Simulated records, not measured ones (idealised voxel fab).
This is a process module. Its name is voxel gate over fins.
The width of the displayed cross-section, cut, is 290 nm; its cells are square, with a size of 5 nm.
We lay out every cross-section as a grid of square cells and spell it out in bands from the top down, where one band means one or more rows of cells.
The band entry comprises the height of the band's top followed by the height of its bottom, expressed in nm, and subsequently the band's materials from left to right, each stated together with its width in nm. Where a single material is marked with the word "edge to edge", that material fills the band from edge to edge. The word "blank" represents empty space.
Height is counted from the level 0, under which the received wafer is composed throughout of one material. The lowest of the bands is not closed at the bottom but continues downward, in the notation "from 0 down".
The two numbers in a width such as "30 to 40" mark its ends across the band: the first belongs to the top row of cells, the second to the bottom row, and from each row to the next the width moves by the same amount.
"left unchanged" after a step means that no cell of the cross-section changed.
Empty spaces without an open route to the top, at least 8 cells in extent, make up the entry "Closed-off voids"; each is given as width x height at distance, where the distance is measured from the left edge, and all are in nm.
On each step's line, the part that comes after the settings is the simulator's own comment on the step.
Among the settings permitted on a step's line is "overlay nm"; applied to a step with a mask, it specifies the extent to which the mask lay to the right of its planned position, whereas a negative figure signifies a position to the left.
Steps in the process plan:
1. RECEIVE, material Si
2. CONFORMAL_DEP, material SiN, thk nm 5
3. DIRECTIONAL_DEP, material aC, thk nm 15
4. PATTERN, tone cover, mask id FINS, material resist, width nm 15, pitch nm 60, thk nm 35, overlay nm 0
5. DIRECTIONAL_ETCH, etch materials aC, depth nm 15
6. STRIP, etch materials resist
7. DIRECTIONAL_ETCH, etch materials SiN, depth nm 5
8. DIRECTIONAL_ETCH, etch materials Si, depth nm 40
9. STRIP, etch materials aC
10. FILL_DEP, material SiO2, thk nm 15
11. CMP, height nm 5
12. PATTERN, tone open, mask id RAIL, material resist, width nm 15, thk nm 15, overlay nm 0
13. DIRECTIONAL_ETCH, etch materials SiO2, depth nm 40
14. STRIP, etch materials resist
15. CONFORMAL_DEP, material TiN, thk nm 5
16. FILL_DEP, material W, thk nm 5
17. CMP, height nm 5
18. SELECTIVE_ETCH, etch materials W Ru TiN, depth nm 20
19. FILL_DEP, material SiO2, thk nm 5
20. CMP, height nm 5
21. SELECTIVE_ETCH, etch materials SiO2, depth nm 15
22. STRIP, etch materials SiN
23. CONFORMAL_DEP, material HfO2, thk nm 5
24. CONFORMAL_DEP, material TiN, thk nm 5
25. FILL_DEP, material W, thk nm 15
26. CMP, height nm 20
27. CONFORMAL_DEP, material SiCN, thk nm 10
Cross-section of the wafer as it came to us, i.e., already through step 1:
* from 0 down = Si edge to edge
* Closed-off voids: none
First wafer of two, sectioned at end of module; run went per plan:
* from 30 to 20 = SiCN edge to edge
* from 20 to 10 = W edge to edge
* from 10 to 5 = W (35), then TiN (35), then W (25), then TiN (35), then W (25), then TiN (35), then W (25), then TiN (35), then W (40)
* from 5 to 0 = W (35), then TiN (5), then HfO2 (25), then TiN (5), then W (25), then TiN (5), then HfO2 (25), then TiN (5), then W (25), then TiN (5), then HfO2 (25), then TiN (5), then W (25), then TiN (5), then HfO2 (25), then TiN (5), then W (40)
* from 0 to -5 = TiN (40), then HfO2 (5), then Si (15), then HfO2 (5), then TiN (35), then HfO2 (5), then Si (15), then HfO2 (5), then TiN (35), then HfO2 (5), then Si (15), then HfO2 (5), then TiN (35), then HfO2 (5), then Si (15), then HfO2 (5), then TiN (45)
* from -5 to -10 = HfO2 (45), then Si (15), then HfO2 (45), then Si (15), then HfO2 (45), then Si (15), then HfO2 (45), then Si (15), then HfO2 (50)
* from -10 to -15 = SiO2 (45), then Si (15), then SiO2 (45), then Si (15), then SiO2 (45), then Si (15), then SiO2 (45), then Si (15), then SiO2 (50)
* from -15 to -30 = SiO2 (45), then Si (15), then SiO2 (15), then TiN (5), then W (5), then TiN (5), then SiO2 (15), then Si (15), then SiO2 (45), then Si (15), then SiO2 (45), then Si (15), then SiO2 (50)
* from -30 to -35 = SiO2 (45), then Si (15), then SiO2 (15), then TiN (15), then SiO2 (15), then Si (15), then SiO2 (45), then Si (15), then SiO2 (45), then Si (15), then SiO2 (50)
* from -35 to -40 = SiO2 (45), then Si (15), then SiO2 (45), then Si (15), then SiO2 (45), then Si (15), then SiO2 (45), then Si (15), then SiO2 (50)
* from -40 down = Si edge to edge
* Closed-off voids: none
Cross-section, wafer two of two, end of module: same start and plan as wafer one, one error in execution:
* from 25 to 15 = SiCN edge to edge
* from 15 to 10 = W edge to edge
* from 10 to 5 = W (35), then TiN (35), then W (25), then TiN (35), then W (25), then TiN (35), then W (25), then TiN (35), then W (40)
* from 5 to 0 = W (35), then TiN (5), then HfO2 (25), then TiN (5), then W (25), then TiN (5), then HfO2 (25), then TiN (5), then W (25), then TiN (5), then HfO2 (25), then TiN (5), then W (25), then TiN (5), then HfO2 (25), then TiN (5), then W (40)
* from 0 to -5 = TiN (40), then HfO2 (5), then Si (15), then HfO2 (5), then TiN (35), then HfO2 (5), then Si (15), then HfO2 (5), then TiN (35), then HfO2 (5), then Si (15), then HfO2 (5), then TiN (35), then HfO2 (5), then Si (15), then HfO2 (5), then TiN (45)
* from -5 to -10 = HfO2 (45), then Si (15), then HfO2 (45), then Si (15), then HfO2 (45), then Si (15), then HfO2 (45), then Si (15), then HfO2 (50)
* from -10 to -15 = SiO2 (45), then Si (15), then SiO2 (45), then Si (15), then SiO2 (45), then Si (15), then SiO2 (45), then Si (15), then SiO2 (50)
* from -15 to -30 = SiO2 (45), then Si (15), then SiO2 (15), then TiN (5), then W (5), then TiN (5), then SiO2 (15), then Si (15), then SiO2 (45), then Si (15), then SiO2 (45), then Si (15), then SiO2 (50)
* from -30 to -35 = SiO2 (45), then Si (15), then SiO2 (15), then TiN (15), then SiO2 (15), then Si (15), then SiO2 (45), then Si (15), then SiO2 (45), then Si (15), then SiO2 (50)
* from -35 to -40 = SiO2 (45), then Si (15), then SiO2 (45), then Si (15), then SiO2 (45), then Si (15), then SiO2 (45), then Si (15), then SiO2 (50)
* from -40 down = Si edge to edge
* Closed-off voids: none
Short version of what went wrong: step 26 went in with a setting other than planned; the actual run was CMP, height nm 15
The closing comparison, in cells, has the second wafer with more or fewer of some materials than the first: W: 58 fewer
